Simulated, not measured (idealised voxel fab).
Process module heading - voxel ribs on slabs
FYI the section here is cut, 290 nm wide, cells are 5 nm squares.
Cross-section, as written here: a square-cell grid given band by band from the top down, where a band holds one or more rows of cells.
This entry defines a band. It first specifies the height of the band's top and the height of its bottom in nm, and then specifies the band's materials from left to right, stating each material with its width in nm. The word "all across" identifies a single material that fills the band from edge to edge, while the word "blank" identifies empty space.
Height reference: 0 = level under which incoming wafer is all one material. Lowest band: no bottom, runs on downward, e.g. "0 nm and below".
Quick explanation for "30->40": the width changes in equal steps down the rows of cells, from the first number in the band's top row to the second number in its bottom row.
Basically "no modification" means that step didn't change any cell in the cross-section.
You'll see "Sealed-off cavities" listing empty spaces that have no way open to the top, as long as they're 8 cells or more; the notation is width x height at distance, where the distance is from the left edge, and all of it is in nm.
On a step's line, text after the settings is the simulator commenting on that step.
On any step carrying a mask, the "overlay nm" setting, if present on the step's line, tells how far right of its planned place the mask lay; negative values point to the left.

List of planned process steps:
- 1: op RECEIVE | material Si
- 2: op DIRECTIONAL_DEP | material SiO2 | thk nm 25
- 3: op DIRECTIONAL_DEP | material SiN | thk nm 20
- 4: op DIRECTIONAL_DEP | material aC | thk nm 10
- 5: op PATTERN | tone cover | mask id RIB | material resist | width nm 30 | thk nm 30 | overlay nm 0
- 6: op DIRECTIONAL_ETCH | etch materials aC | depth nm 10
- 7: op STRIP | etch materials resist
- 8: op DIRECTIONAL_ETCH | etch materials SiN | depth nm 5
- 9: op STRIP | etch materials aC
- 10: op PATTERN | tone cover | mask id SLAB | material resist | width nm 90 | thk nm 15 | overlay nm 0
- 11: op DIRECTIONAL_ETCH | etch materials SiN | depth nm 15
- 12: op STRIP | etch materials resist
- 13: op FILL_DEP | material SiO2 | thk nm 20
- 14: op CMP | height nm 60
- 15: op DIRECTIONAL_DEP | material TiN | thk nm 10
- 16: op DIRECTIONAL_DEP | material aC | thk nm 10
- 17: op PATTERN | tone cover | mask id HEATER | material resist | width nm 40 | thk nm 25 | overlay nm 0
- 18: op DIRECTIONAL_ETCH | etch materials aC | depth nm 10
- 19: op STRIP | etch materials resist
- 20: op DIRECTIONAL_ETCH | etch materials TiN | depth nm 10
- 21: op STRIP | etch materials aC
- 22: op CONFORMAL_DEP | material SiN | thk nm 5

Incoming wafer, cross-sectional view, post step 1:
* 0 nm and below = Si all across
* Sealed-off cavities: none

Here's the wafer cut in cross-section after the module, started and planned just like above, except one thing was done wrong in the run:
* 70 nm to 60 nm = blank=125 | TiN=40 | blank=125
* 60 nm to 45 nm = SiO2 all across
* 45 nm to 40 nm = SiO2=130 | SiN=30 | SiO2=130
* 40 nm to 25 nm = SiO2=100 | SiN=90 | SiO2=100
* 25 nm to 0 nm = SiO2 all across
* 0 nm and below = Si all across
* Sealed-off cavities: none
Here's what went sideways: not run: step 22 of the plan (skipped)
